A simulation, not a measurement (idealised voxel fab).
process module | voxel transistor to metal
cross-section cut | 275 nm wide | cells 5 nm
A cross-section is a grid of square cells, given in bands from the top down. A band is one or more rows of cells.
Each band's line starts with the height of the band's top and of its bottom, in nm. Then come its materials from left to right, each with its width in nm. One material with "throughout" fills the band from edge to edge. "air" is empty space.
Height 0 is the level under which the wafer as received is all one material. The lowest band goes on downwards, as in "0 down".
A width such as "30 to 40" changes by the same amount from each row of cells to the next, from the band's top row to its bottom row.
"no change" after a step means that no cell of the cross-section changed.
closed voids: empty space of 8 cells or more with no open way to the top, each as width x height at its distance from the left edge, in nm
after a step's settings: what the simulator itself notes on the step
overlay nm, on a step with a mask: how far to the right of its planned place the mask lay; to the left if negative
plan
1 op RECEIVE | material Si
2 op CONFORMAL_DEP | material SiO2 | thk nm 5
3 op CONFORMAL_DEP | material SiN | thk nm 10
4 op DIRECTIONAL_DEP | material aC | thk nm 15
5 op PATTERN | tone cover | mask id ACTIVE | material resist | width nm 85 | pitch nm 110 | thk nm 35 | overlay nm 0
6 op DIRECTIONAL_ETCH | etch materials aC | depth nm 15
7 op STRIP | etch materials resist
8 op DIRECTIONAL_ETCH | etch materials SiN | depth nm 10
9 op DIRECTIONAL_ETCH | etch materials SiO2 | depth nm 5
10 op DIRECTIONAL_ETCH | etch materials Si | depth nm 25
11 op STRIP | etch materials aC
12 op FILL_DEP | material SiO2 | thk nm 5
13 op CMP | height nm 15
14 op SELECTIVE_ETCH | etch materials SiO2 | depth nm 5
15 op STRIP | etch materials SiN
16 op SELECTIVE_ETCH | etch materials SiO2 | depth nm 5
17 op OXIDIZE | depth nm 5
18 op DIRECTIONAL_DEP | material polySi | thk nm 30
19 op DIRECTIONAL_DEP | material SiCN | thk nm 10
20 op MASKED_ETCH | tone cover | mask id GATE | width nm 15 | pitch nm 110 | etch materials SiCN | depth nm 20 | overlay nm 0
21 op MASKED_ETCH | tone cover | mask id GATE | width nm 15 | pitch nm 110 | etch materials polySi | depth nm 40 | overlay nm 0
22 op CONFORMAL_DEP | material SiN | thk nm 10
23 op DIRECTIONAL_ETCH | etch materials SiN | depth nm 10
24 op DIRECTIONAL_ETCH | etch materials SiO2 | depth nm 5
25 op DIRECTIONAL_ETCH | etch materials Si | depth nm 15
26 op EPI | material nSi | thk nm 20
27 op FILL_DEP | material SiO2 | thk nm 10
28 op CMP | height nm 40
29 op DIRECTIONAL_DEP | material SiO2 | thk nm 15
30 op PATTERN | tone open | mask id CONTACT | material resist | width nm 25 | thk nm 20 | overlay nm 0
31 op DIRECTIONAL_ETCH | etch materials SiO2 | depth nm 40
32 op STRIP | etch materials resist
33 op CONFORMAL_DEP | material TiN | thk nm 5
34 op FILL_DEP | material W | thk nm 5
35 op CMP | height nm 55
36 op DIRECTIONAL_DEP | material TiN | thk nm 5
37 op DIRECTIONAL_DEP | material Ru | thk nm 25
38 op MASKED_ETCH | tone cover | mask id METAL_1 | width nm 15 | etch materials Ru | depth nm 25 | overlay nm 0
39 op MASKED_ETCH | tone cover | mask id METAL_1 | width nm 15 | etch materials TiN | depth nm 5 | overlay nm 0
40 op CONFORMAL_DEP | material SiCN | thk nm 5
41 op FILL_DEP | material SiO2 | thk nm 5
42 op CMP | height nm 85
43 op CONFORMAL_DEP | material SiCN | thk nm 5
44 op DIRECTIONAL_DEP | material SiO2 | thk nm 30
45 op DIRECTIONAL_DEP | material aC | thk nm 15
46 op PATTERN | tone open | mask id METAL_2 | material resist | width nm 15 | pitch nm 110 | thk nm 30 | overlay nm 0
47 op DIRECTIONAL_ETCH | etch materials aC | depth nm 15
48 op STRIP | etch materials resist
49 op DIRECTIONAL_ETCH | etch materials SiO2 | depth nm 15
50 op STRIP | etch materials aC
51 op DIRECTIONAL_DEP | material aC | thk nm 15
52 op PATTERN | tone open | mask id METAL_2_HOLES | material resist | width nm 15 | pitch nm 110 | thk nm 35 | overlay nm 0
53 op DIRECTIONAL_ETCH | etch materials aC | depth nm 15
54 op STRIP | etch materials resist
55 op DIRECTIONAL_ETCH | etch materials SiO2 | depth nm 15
56 op DIRECTIONAL_ETCH | etch materials SiCN | depth nm 5
57 op STRIP | etch materials aC
58 op CONFORMAL_DEP | material TiN | thk nm 5
59 op FILL_DEP | material Ru | thk nm 5
60 op CMP | height nm 120
61 op CONFORMAL_DEP | material SiCN | thk nm 5
first wafer, as planned
as received, after step 1
  0 down: Si throughout
  closed voids: none
after step 2
  5 to 0: SiO2 throughout
  below 0: unchanged
after step 3
  15 to 5: SiN throughout
  below 5: unchanged
after step 4
  30 to 15: aC throughout
  below 15: unchanged
after step 5
  65 to 30: air 40 | resist 85 | air 25 | resist 85 | air 40
  below 30: unchanged
after step 6
  50 to 30: air 40 | resist 85 | air 25 | resist 85 | air 40
  30 to 15: air 40 | aC 85 | air 25 | aC 85 | air 40
  below 15: unchanged
after step 7
  30 to 15: air 40 | aC 85 | air 25 | aC 85 | air 40
  below 15: unchanged
after step 8
  30 to 15: air 40 | aC 85 | air 25 | aC 85 | air 40
  15 to 5: air 40 | SiN 85 | air 25 | SiN 85 | air 40
  below 5: unchanged
after step 9
  30 to 15: air 40 | aC 85 | air 25 | aC 85 | air 40
  15 to 5: air 40 | SiN 85 | air 25 | SiN 85 | air 40
  5 to 0: air 40 | SiO2 85 | air 25 | SiO2 85 | air 40
  below 0: unchanged
after step 10
  30 to 15: air 40 | aC 85 | air 25 | aC 85 | air 40
  15 to 5: air 40 | SiN 85 | air 25 | SiN 85 | air 40
  5 to 0: air 40 | SiO2 85 | air 25 | SiO2 85 | air 40
  0 to -25: air 40 | Si 85 | air 25 | Si 85 | air 40
  below -25: unchanged
after step 11
  15 to 5: air 40 | SiN 85 | air 25 | SiN 85 | air 40
  below 5: unchanged
after step 12
  20 to 15: SiO2 throughout
  15 to 5: SiO2 40 | SiN 85 | SiO2 25 | SiN 85 | SiO2 40
  5 to 0: SiO2 throughout
  0 to -25: SiO2 40 | Si 85 | SiO2 25 | Si 85 | SiO2 40
  below -25: unchanged
after step 13
  15 to 5: SiO2 40 | SiN 85 | SiO2 25 | SiN 85 | SiO2 40
  below 5: unchanged
after step 14
  15 to 10: air 40 | SiN 85 | air 25 | SiN 85 | air 40
  below 10: unchanged
after step 15
  10 to 5: SiO2 40 | air 85 | SiO2 25 | air 85 | SiO2 40
  below 5: unchanged
after step 16
  5 to 0: SiO2 35 | air 95 | SiO2 15 | air 95 | SiO2 35
  below 0: unchanged
after step 17
  5 to 0: SiO2 35 | air 95 | SiO2 15 | air 95 | SiO2 35
  0 to -5: SiO2 throughout
  below -5: unchanged
after step 18
  35 to 30: polySi 35 | air 95 | polySi 15 | air 95 | polySi 35
  30 to 5: polySi throughout
  5 to 0: SiO2 35 | polySi 95 | SiO2 15 | polySi 95 | SiO2 35
  below 0: unchanged
after step 19
  45 to 40: SiCN 35 | air 95 | SiCN 15 | air 95 | SiCN 35
  40 to 35: SiCN throughout
  35 to 30: polySi 35 | SiCN 95 | polySi 15 | SiCN 95 | polySi 35
  below 30: unchanged
after step 20
  40 to 35: air 75 | SiCN 15 | air 95 | SiCN 15 | air 75
  35 to 30: polySi 35 | air 40 | SiCN 15 | air 40 | polySi 15 | air 40 | SiCN 15 | air 40 | polySi 35
  below 30: unchanged
after step 21
  40 to 30: air 75 | SiCN 15 | air 95 | SiCN 15 | air 75
  30 to 5: air 75 | polySi 15 | air 95 | polySi 15 | air 75
  5 to 0: SiO2 35 | air 40 | polySi 15 | air 40 | SiO2 15 | air 40 | polySi 15 | air 40 | SiO2 35
  below 0: unchanged
after step 22
  50 to 40: air 65 | SiN 35 | air 75 | SiN 35 | air 65
  40 to 30: air 65 | SiN 10 | SiCN 15 | SiN 10 | air 75 | SiN 10 | SiCN 15 | SiN 10 | air 65
  30 to 15: air 65 | SiN 10 | polySi 15 | SiN 10 | air 75 | SiN 10 | polySi 15 | SiN 10 | air 65
  15 to 10: SiN 45 | air 20 | SiN 10 | polySi 15 | SiN 10 | air 20 | SiN 35 | air 20 | SiN 10 | polySi 15 | SiN 10 | air 20 | SiN 45
  10 to 5: SiN 75 | polySi 15 | SiN 95 | polySi 15 | SiN 75
  5 to 0: SiO2 35 | SiN 40 | polySi 15 | SiN 40 | SiO2 15 | SiN 40 | polySi 15 | SiN 40 | SiO2 35
  below 0: unchanged
after step 23
  40 to 30: air 65 | SiN 10 | SiCN 15 | SiN 10 | air 75 | SiN 10 | SiCN 15 | SiN 10 | air 65
  30 to 5: air 65 | SiN 10 | polySi 15 | SiN 10 | air 75 | SiN 10 | polySi 15 | SiN 10 | air 65
  5 to 0: SiO2 35 | SiN 10 | air 20 | SiN 10 | polySi 15 | SiN 10 | air 20 | SiN 10 | SiO2 15 | SiN 10 | air 20 | SiN 10 | polySi 15 | SiN 10 | air 20 | SiN 10 | SiO2 35
  below 0: unchanged
after step 24
  40 to 30: air 65 | SiN 10 | SiCN 15 | SiN 10 | air 75 | SiN 10 | SiCN 15 | SiN 10 | air 65
  30 to 5: air 65 | SiN 10 | polySi 15 | SiN 10 | air 75 | SiN 10 | polySi 15 | SiN 10 | air 65
  5 to 0: air 35 | SiN 10 | air 20 | SiN 10 | polySi 15 | SiN 10 | air 20 | SiN 10 | air 15 | SiN 10 | air 20 | SiN 10 | polySi 15 | SiN 10 | air 20 | SiN 10 | air 35
  0 to -5: SiO2 45 | air 20 | SiO2 35 | air 20 | SiO2 35 | air 20 | SiO2 35 | air 20 | SiO2 45
  below -5: unchanged
after step 25
  40 to 30: air 65 | SiN 10 | SiCN 15 | SiN 10 | air 75 | SiN 10 | SiCN 15 | SiN 10 | air 65
  30 to 5: air 65 | SiN 10 | polySi 15 | SiN 10 | air 75 | SiN 10 | polySi 15 | SiN 10 | air 65
  5 to 0: air 35 | SiN 10 | air 20 | SiN 10 | polySi 15 | SiN 10 | air 20 | SiN 10 | air 15 | SiN 10 | air 20 | SiN 10 | polySi 15 | SiN 10 | air 20 | SiN 10 | air 35
  0 to -5: SiO2 45 | air 20 | SiO2 35 | air 20 | SiO2 35 | air 20 | SiO2 35 | air 20 | SiO2 45
  -5 to -20: SiO2 40 | Si 5 | air 20 | Si 35 | air 20 | Si 5 | SiO2 25 | Si 5 | air 20 | Si 35 | air 20 | Si 5 | SiO2 40
  below -20: unchanged
after step 26
  40 to 30: air 65 | SiN 10 | SiCN 15 | SiN 10 | air 75 | SiN 10 | SiCN 15 | SiN 10 | air 65
  30 to 15: air 65 | SiN 10 | polySi 15 | SiN 10 | air 75 | SiN 10 | polySi 15 | SiN 10 | air 65
  15 to 5: air 35 | nSi 30 | SiN 10 | polySi 15 | SiN 10 | nSi 30 | air 15 | nSi 30 | SiN 10 | polySi 15 | SiN 10 | nSi 30 | air 35
  5 to 0: air 35 | SiN 10 | nSi 20 | SiN 10 | polySi 15 | SiN 10 | nSi 20 | SiN 10 | air 15 | SiN 10 | nSi 20 | SiN 10 | polySi 15 | SiN 10 | nSi 20 | SiN 10 | air 35
  0 to -5: SiO2 45 | nSi 20 | SiO2 35 | nSi 20 | SiO2 35 | nSi 20 | SiO2 35 | nSi 20 | SiO2 45
  -5 to -20: SiO2 40 | Si 5 | nSi 20 | Si 35 | nSi 20 | Si 5 | SiO2 25 | Si 5 | nSi 20 | Si 35 | nSi 20 | Si 5 | SiO2 40
  below -20: unchanged
after step 27
  50 to 40: SiO2 throughout
  40 to 30: SiO2 65 | SiN 10 | SiCN 15 | SiN 10 | SiO2 75 | SiN 10 | SiCN 15 | SiN 10 | SiO2 65
  30 to 15: SiO2 65 | SiN 10 | polySi 15 | SiN 10 | SiO2 75 | SiN 10 | polySi 15 | SiN 10 | SiO2 65
  15 to 5: SiO2 35 | nSi 30 | SiN 10 | polySi 15 | SiN 10 | nSi 30 | SiO2 15 | nSi 30 | SiN 10 | polySi 15 | SiN 10 | nSi 30 | SiO2 35
  5 to 0: SiO2 35 | SiN 10 | nSi 20 | SiN 10 | polySi 15 | SiN 10 | nSi 20 | SiN 10 | SiO2 15 | SiN 10 | nSi 20 | SiN 10 | polySi 15 | SiN 10 | nSi 20 | SiN 10 | SiO2 35
  below 0: unchanged
after step 28
  40 to 30: SiO2 65 | SiN 10 | SiCN 15 | SiN 10 | SiO2 75 | SiN 10 | SiCN 15 | SiN 10 | SiO2 65
  below 30: unchanged
after step 29
  55 to 40: SiO2 throughout
  below 40: unchanged
after step 30
  75 to 55: resist 45 | air 25 | resist 25 | air 25 | resist 35 | air 25 | resist 25 | air 25 | resist 45
  below 55: unchanged
after step 31
  75 to 55: resist 45 | air 25 | resist 25 | air 25 | resist 35 | air 25 | resist 25 | air 25 | resist 45
  55 to 40: SiO2 45 | air 25 | SiO2 25 | air 25 | SiO2 35 | air 25 | SiO2 25 | air 25 | SiO2 45
  40 to 30: SiO2 45 | air 20 | SiN 10 | SiCN 15 | SiN 10 | air 20 | SiO2 35 | air 20 | SiN 10 | SiCN 15 | SiN 10 | air 20 | SiO2 45
  30 to 15: SiO2 45 | air 20 | SiN 10 | polySi 15 | SiN 10 | air 20 | SiO2 35 | air 20 | SiN 10 | polySi 15 | SiN 10 | air 20 | SiO2 45
  below 15: unchanged
after step 32
  55 to 40: SiO2 45 | air 25 | SiO2 25 | air 25 | SiO2 35 | air 25 | SiO2 25 | air 25 | SiO2 45
  below 40: unchanged
after step 33
  60 to 55: TiN 50 | air 15 | TiN 35 | air 15 | TiN 45 | air 15 | TiN 35 | air 15 | TiN 50
  55 to 45: SiO2 45 | TiN 5 | air 15 | TiN 5 | SiO2 25 | TiN 5 | air 15 | TiN 5 | SiO2 35 | TiN 5 | air 15 | TiN 5 | SiO2 25 | TiN 5 | air 15 | TiN 5 | SiO2 45
  45 to 40: SiO2 45 | TiN 5 | air 10 | TiN 10 | SiO2 25 | TiN 10 | air 10 | TiN 5 | SiO2 35 | TiN 5 | air 10 | TiN 10 | SiO2 25 | TiN 10 | air 10 | TiN 5 | SiO2 45
  40 to 30: SiO2 45 | TiN 5 | air 10 | TiN 5 | SiN 10 | SiCN 15 | SiN 10 | TiN 5 | air 10 | TiN 5 | SiO2 35 | TiN 5 | air 10 | TiN 5 | SiN 10 | SiCN 15 | SiN 10 | TiN 5 | air 10 | TiN 5 | SiO2 45
  30 to 20: SiO2 45 | TiN 5 | air 10 | TiN 5 | SiN 10 | polySi 15 | SiN 10 | TiN 5 | air 10 | TiN 5 | SiO2 35 | TiN 5 | air 10 | TiN 5 | SiN 10 | polySi 15 | SiN 10 | TiN 5 | air 10 | TiN 5 | SiO2 45
  20 to 15: SiO2 45 | TiN 20 | SiN 10 | polySi 15 | SiN 10 | TiN 20 | SiO2 35 | TiN 20 | SiN 10 | polySi 15 | SiN 10 | TiN 20 | SiO2 45
  below 15: unchanged
after step 34
  65 to 60: W throughout
  60 to 55: TiN 50 | W 15 | TiN 35 | W 15 | TiN 45 | W 15 | TiN 35 | W 15 | TiN 50
  55 to 45: SiO2 45 | TiN 5 | W 15 | TiN 5 | SiO2 25 | TiN 5 | W 15 | TiN 5 | SiO2 35 | TiN 5 | W 15 | TiN 5 | SiO2 25 | TiN 5 | W 15 | TiN 5 | SiO2 45
  45 to 40: SiO2 45 | TiN 5 | W 10 | TiN 10 | SiO2 25 | TiN 10 | W 10 | TiN 5 | SiO2 35 | TiN 5 | W 10 | TiN 10 | SiO2 25 | TiN 10 | W 10 | TiN 5 | SiO2 45
  40 to 30: SiO2 45 | TiN 5 | W 10 | TiN 5 | SiN 10 | SiCN 15 | SiN 10 | TiN 5 | W 10 | TiN 5 | SiO2 35 | TiN 5 | W 10 | TiN 5 | SiN 10 | SiCN 15 | SiN 10 | TiN 5 | W 10 | TiN 5 | SiO2 45
  30 to 20: SiO2 45 | TiN 5 | W 10 | TiN 5 | SiN 10 | polySi 15 | SiN 10 | TiN 5 | W 10 | TiN 5 | SiO2 35 | TiN 5 | W 10 | TiN 5 | SiN 10 | polySi 15 | SiN 10 | TiN 5 | W 10 | TiN 5 | SiO2 45
  below 20: unchanged
after step 35
  55 to 45: SiO2 45 | TiN 5 | W 15 | TiN 5 | SiO2 25 | TiN 5 | W 15 | TiN 5 | SiO2 35 | TiN 5 | W 15 | TiN 5 | SiO2 25 | TiN 5 | W 15 | TiN 5 | SiO2 45
  below 45: unchanged
after step 36
  60 to 55: TiN throughout
  below 55: unchanged
after step 37
  85 to 60: Ru throughout
  below 60: unchanged
after step 38
  85 to 60: air 45 | Ru 15 | air 45 | Ru 15 | air 35 | Ru 15 | air 45 | Ru 15 | air 45
  below 60: unchanged
after step 39
  85 to 60: air 45 | Ru 15 | air 45 | Ru 15 | air 35 | Ru 15 | air 45 | Ru 15 | air 45
  60 to 55: air 45 | TiN 15 | air 45 | TiN 15 | air 35 | TiN 15 | air 45 | TiN 15 | air 45
  below 55: unchanged
after step 40
  90 to 85: air 40 | SiCN 25 | air 35 | SiCN 25 | air 25 | SiCN 25 | air 35 | SiCN 25 | air 40
  85 to 60: air 40 | SiCN 5 | Ru 15 | SiCN 5 | air 35 | SiCN 5 | Ru 15 | SiCN 5 | air 25 | SiCN 5 | Ru 15 | SiCN 5 | air 35 | SiCN 5 | Ru 15 | SiCN 5 | air 40
  60 to 55: SiCN 45 | TiN 15 | SiCN 45 | TiN 15 | SiCN 35 | TiN 15 | SiCN 45 | TiN 15 | SiCN 45
  below 55: unchanged
after step 41
  95 to 90: SiO2 throughout
  90 to 85: SiO2 40 | SiCN 25 | SiO2 35 | SiCN 25 | SiO2 25 | SiCN 25 | SiO2 35 | SiCN 25 | SiO2 40
  85 to 60: SiO2 40 | SiCN 5 | Ru 15 | SiCN 5 | SiO2 35 | SiCN 5 | Ru 15 | SiCN 5 | SiO2 25 | SiCN 5 | Ru 15 | SiCN 5 | SiO2 35 | SiCN 5 | Ru 15 | SiCN 5 | SiO2 40
  below 60: unchanged
after step 42
  85 to 60: SiO2 40 | SiCN 5 | Ru 15 | SiCN 5 | SiO2 35 | SiCN 5 | Ru 15 | SiCN 5 | SiO2 25 | SiCN 5 | Ru 15 | SiCN 5 | SiO2 35 | SiCN 5 | Ru 15 | SiCN 5 | SiO2 40
  below 60: unchanged
after step 43
  90 to 85: SiCN throughout
  below 85: unchanged
after step 44
  120 to 90: SiO2 throughout
  below 90: unchanged
after step 45
  135 to 120: aC throughout
  below 120: unchanged
after step 46
  165 to 135: resist 45 | air 15 | resist 95 | air 15 | resist 105
  below 135: unchanged
after step 47
  150 to 135: resist 45 | air 15 | resist 95 | air 15 | resist 105
  135 to 120: aC 45 | air 15 | aC 95 | air 15 | aC 105
  below 120: unchanged
after step 48
  135 to 120: aC 45 | air 15 | aC 95 | air 15 | aC 105
  below 120: unchanged
after step 49
  135 to 120: aC 45 | air 15 | aC 95 | air 15 | aC 105
  120 to 105: SiO2 45 | air 15 | SiO2 95 | air 15 | SiO2 105
  below 105: unchanged
after step 50
  120 to 105: SiO2 45 | air 15 | SiO2 95 | air 15 | SiO2 105
  below 105: unchanged
after step 51
  135 to 120: aC 45 | air 15 | aC 95 | air 15 | aC 105
  120 to 105: SiO2 45 | aC 15 | SiO2 95 | aC 15 | SiO2 105
  below 105: unchanged
after step 52
  170 to 135: resist 45 | air 15 | resist 95 | air 15 | resist 105
  below 135: unchanged
after step 53
  155 to 135: resist 45 | air 15 | resist 95 | air 15 | resist 105
  135 to 120: aC 45 | air 15 | aC 95 | air 15 | aC 105
  120 to 105: SiO2 45 | air 15 | SiO2 95 | air 15 | SiO2 105
  below 105: unchanged
after step 54
  135 to 120: aC 45 | air 15 | aC 95 | air 15 | aC 105
  below 120: unchanged
after step 55
  135 to 120: aC 45 | air 15 | aC 95 | air 15 | aC 105
  120 to 90: SiO2 45 | air 15 | SiO2 95 | air 15 | SiO2 105
  below 90: unchanged
after step 56
  135 to 120: aC 45 | air 15 | aC 95 | air 15 | aC 105
  120 to 90: SiO2 45 | air 15 | SiO2 95 | air 15 | SiO2 105
  90 to 85: SiCN 45 | air 15 | SiCN 95 | air 15 | SiCN 105
  below 85: unchanged
after step 57
  120 to 90: SiO2 45 | air 15 | SiO2 95 | air 15 | SiO2 105
  below 90: unchanged
after step 58
  125 to 120: TiN 50 | air 5 | TiN 105 | air 5 | TiN 110
  120 to 90: SiO2 45 | TiN 5 | air 5 | TiN 5 | SiO2 95 | TiN 5 | air 5 | TiN 5 | SiO2 105
  90 to 85: SiCN 45 | TiN 15 | SiCN 95 | TiN 15 | SiCN 105
  below 85: unchanged
after step 59
  130 to 125: Ru throughout
  125 to 120: TiN 50 | Ru 5 | TiN 105 | Ru 5 | TiN 110
  120 to 90: SiO2 45 | TiN 5 | Ru 5 | TiN 5 | SiO2 95 | TiN 5 | Ru 5 | TiN 5 | SiO2 105
  below 90: unchanged
after step 60
  120 to 90: SiO2 45 | TiN 5 | Ru 5 | TiN 5 | SiO2 95 | TiN 5 | Ru 5 | TiN 5 | SiO2 105
  below 90: unchanged
after step 61
  125 to 120: SiCN throughout
  below 120: unchanged
second wafer: like start, like plan, one mistake. Through step 28 it matches the first wafer
when step 29 should have ended
  70 to 40: SiO2 throughout
  below 40: unchanged
when step 30 should have ended
  90 to 70: resist 45 | air 25 | resist 25 | air 25 | resist 35 | air 25 | resist 25 | air 25 | resist 45
  below 70: unchanged
when step 31 should have ended
  90 to 70: resist 45 | air 25 | resist 25 | air 25 | resist 35 | air 25 | resist 25 | air 25 | resist 45
  70 to 40: SiO2 45 | air 25 | SiO2 25 | air 25 | SiO2 35 | air 25 | SiO2 25 | air 25 | SiO2 45
  40 to 30: SiO2 45 | air 20 | SiN 10 | SiCN 15 | SiN 10 | air 20 | SiO2 35 | air 20 | SiN 10 | SiCN 15 | SiN 10 | air 20 | SiO2 45
  below 30: unchanged
when step 32 should have ended
  70 to 40: SiO2 45 | air 25 | SiO2 25 | air 25 | SiO2 35 | air 25 | SiO2 25 | air 25 | SiO2 45
  below 40: unchanged
when step 33 should have ended
  75 to 70: TiN 50 | air 15 | TiN 35 | air 15 | TiN 45 | air 15 | TiN 35 | air 15 | TiN 50
  70 to 45: SiO2 45 | TiN 5 | air 15 | TiN 5 | SiO2 25 | TiN 5 | air 15 | TiN 5 | SiO2 35 | TiN 5 | air 15 | TiN 5 | SiO2 25 | TiN 5 | air 15 | TiN 5 | SiO2 45
  45 to 40: SiO2 45 | TiN 5 | air 10 | TiN 10 | SiO2 25 | TiN 10 | air 10 | TiN 5 | SiO2 35 | TiN 5 | air 10 | TiN 10 | SiO2 25 | TiN 10 | air 10 | TiN 5 | SiO2 45
  40 to 35: SiO2 45 | TiN 5 | air 10 | TiN 5 | SiN 10 | SiCN 15 | SiN 10 | TiN 5 | air 10 | TiN 5 | SiO2 35 | TiN 5 | air 10 | TiN 5 | SiN 10 | SiCN 15 | SiN 10 | TiN 5 | air 10 | TiN 5 | SiO2 45
  35 to 30: SiO2 45 | TiN 20 | SiN 10 | SiCN 15 | SiN 10 | TiN 20 | SiO2 35 | TiN 20 | SiN 10 | SiCN 15 | SiN 10 | TiN 20 | SiO2 45
  below 30: unchanged
when step 34 should have ended
  80 to 75: W throughout
  75 to 70: TiN 50 | W 15 | TiN 35 | W 15 | TiN 45 | W 15 | TiN 35 | W 15 | TiN 50
  70 to 45: SiO2 45 | TiN 5 | W 15 | TiN 5 | SiO2 25 | TiN 5 | W 15 | TiN 5 | SiO2 35 | TiN 5 | W 15 | TiN 5 | SiO2 25 | TiN 5 | W 15 | TiN 5 | SiO2 45
  45 to 40: SiO2 45 | TiN 5 | W 10 | TiN 10 | SiO2 25 | TiN 10 | W 10 | TiN 5 | SiO2 35 | TiN 5 | W 10 | TiN 10 | SiO2 25 | TiN 10 | W 10 | TiN 5 | SiO2 45
  40 to 35: SiO2 45 | TiN 5 | W 10 | TiN 5 | SiN 10 | SiCN 15 | SiN 10 | TiN 5 | W 10 | TiN 5 | SiO2 35 | TiN 5 | W 10 | TiN 5 | SiN 10 | SiCN 15 | SiN 10 | TiN 5 | W 10 | TiN 5 | SiO2 45
  below 35: unchanged
when step 35 should have ended
  55 to 45: SiO2 45 | TiN 5 | W 15 | TiN 5 | SiO2 25 | TiN 5 | W 15 | TiN 5 | SiO2 35 | TiN 5 | W 15 | TiN 5 | SiO2 25 | TiN 5 | W 15 | TiN 5 | SiO2 45
  below 45: unchanged
when step 36 should have ended
  60 to 55: TiN throughout
  below 55: unchanged
when step 37 should have ended
  85 to 60: Ru throughout
  below 60: unchanged
when step 38 should have ended
  85 to 60: air 45 | Ru 15 | air 45 | Ru 15 | air 35 | Ru 15 | air 45 | Ru 15 | air 45
  below 60: unchanged
when step 39 should have ended
  85 to 60: air 45 | Ru 15 | air 45 | Ru 15 | air 35 | Ru 15 | air 45 | Ru 15 | air 45
  60 to 55: air 45 | TiN 15 | air 45 | TiN 15 | air 35 | TiN 15 | air 45 | TiN 15 | air 45
  below 55: unchanged
when step 40 should have ended
  90 to 85: air 40 | SiCN 25 | air 35 | SiCN 25 | air 25 | SiCN 25 | air 35 | SiCN 25 | air 40
  85 to 60: air 40 | SiCN 5 | Ru 15 | SiCN 5 | air 35 | SiCN 5 | Ru 15 | SiCN 5 | air 25 | SiCN 5 | Ru 15 | SiCN 5 | air 35 | SiCN 5 | Ru 15 | SiCN 5 | air 40
  60 to 55: SiCN 45 | TiN 15 | SiCN 45 | TiN 15 | SiCN 35 | TiN 15 | SiCN 45 | TiN 15 | SiCN 45
  below 55: unchanged
when step 41 should have ended
  95 to 90: SiO2 throughout
  90 to 85: SiO2 40 | SiCN 25 | SiO2 35 | SiCN 25 | SiO2 25 | SiCN 25 | SiO2 35 | SiCN 25 | SiO2 40
  85 to 60: SiO2 40 | SiCN 5 | Ru 15 | SiCN 5 | SiO2 35 | SiCN 5 | Ru 15 | SiCN 5 | SiO2 25 | SiCN 5 | Ru 15 | SiCN 5 | SiO2 35 | SiCN 5 | Ru 15 | SiCN 5 | SiO2 40
  below 60: unchanged
when step 42 should have ended
  85 to 60: SiO2 40 | SiCN 5 | Ru 15 | SiCN 5 | SiO2 35 | SiCN 5 | Ru 15 | SiCN 5 | SiO2 25 | SiCN 5 | Ru 15 | SiCN 5 | SiO2 35 | SiCN 5 | Ru 15 | SiCN 5 | SiO2 40
  below 60: unchanged
when step 43 should have ended
  90 to 85: SiCN throughout
  below 85: unchanged
when step 44 should have ended
  120 to 90: SiO2 throughout
  below 90: unchanged
when step 45 should have ended
  135 to 120: aC throughout
  below 120: unchanged
when step 46 should have ended
  165 to 135: resist 45 | air 15 | resist 95 | air 15 | resist 105
  below 135: unchanged
when step 47 should have ended
  150 to 135: resist 45 | air 15 | resist 95 | air 15 | resist 105
  135 to 120: aC 45 | air 15 | aC 95 | air 15 | aC 105
  below 120: unchanged
when step 48 should have ended
  135 to 120: aC 45 | air 15 | aC 95 | air 15 | aC 105
  below 120: unchanged
when step 49 should have ended
  135 to 120: aC 45 | air 15 | aC 95 | air 15 | aC 105
  120 to 105: SiO2 45 | air 15 | SiO2 95 | air 15 | SiO2 105
  below 105: unchanged
when step 50 should have ended
  120 to 105: SiO2 45 | air 15 | SiO2 95 | air 15 | SiO2 105
  below 105: unchanged
when step 51 should have ended
  135 to 120: aC 45 | air 15 | aC 95 | air 15 | aC 105
  120 to 105: SiO2 45 | aC 15 | SiO2 95 | aC 15 | SiO2 105
  below 105: unchanged
when step 52 should have ended
  170 to 135: resist 45 | air 15 | resist 95 | air 15 | resist 105
  below 135: unchanged
when step 53 should have ended
  155 to 135: resist 45 | air 15 | resist 95 | air 15 | resist 105
  135 to 120: aC 45 | air 15 | aC 95 | air 15 | aC 105
  120 to 105: SiO2 45 | air 15 | SiO2 95 | air 15 | SiO2 105
  below 105: unchanged
when step 54 should have ended
  135 to 120: aC 45 | air 15 | aC 95 | air 15 | aC 105
  below 120: unchanged
when step 55 should have ended
  135 to 120: aC 45 | air 15 | aC 95 | air 15 | aC 105
  120 to 90: SiO2 45 | air 15 | SiO2 95 | air 15 | SiO2 105
  below 90: unchanged
when step 56 should have ended
  135 to 120: aC 45 | air 15 | aC 95 | air 15 | aC 105
  120 to 90: SiO2 45 | air 15 | SiO2 95 | air 15 | SiO2 105
  90 to 85: SiCN 45 | air 15 | SiCN 95 | air 15 | SiCN 105
  below 85: unchanged
when step 57 should have ended
  120 to 90: SiO2 45 | air 15 | SiO2 95 | air 15 | SiO2 105
  below 90: unchanged
when step 58 should have ended
  125 to 120: TiN 50 | air 5 | TiN 105 | air 5 | TiN 110
  120 to 90: SiO2 45 | TiN 5 | air 5 | TiN 5 | SiO2 95 | TiN 5 | air 5 | TiN 5 | SiO2 105
  90 to 85: SiCN 45 | TiN 15 | SiCN 95 | TiN 15 | SiCN 105
  below 85: unchanged
when step 59 should have ended
  130 to 125: Ru throughout
  125 to 120: TiN 50 | Ru 5 | TiN 105 | Ru 5 | TiN 110
  120 to 90: SiO2 45 | TiN 5 | Ru 5 | TiN 5 | SiO2 95 | TiN 5 | Ru 5 | TiN 5 | SiO2 105
  below 90: unchanged
when step 60 should have ended
  120 to 90: SiO2 45 | TiN 5 | Ru 5 | TiN 5 | SiO2 95 | TiN 5 | Ru 5 | TiN 5 | SiO2 105
  below 90: unchanged
when step 61 should have ended
  125 to 120: SiCN throughout
  below 120: unchanged
what went wrong: step 29 was run twice
at the end the second wafer has, in cells: 48 more of SiO2 | 24 fewer of TiN | 24 fewer of W
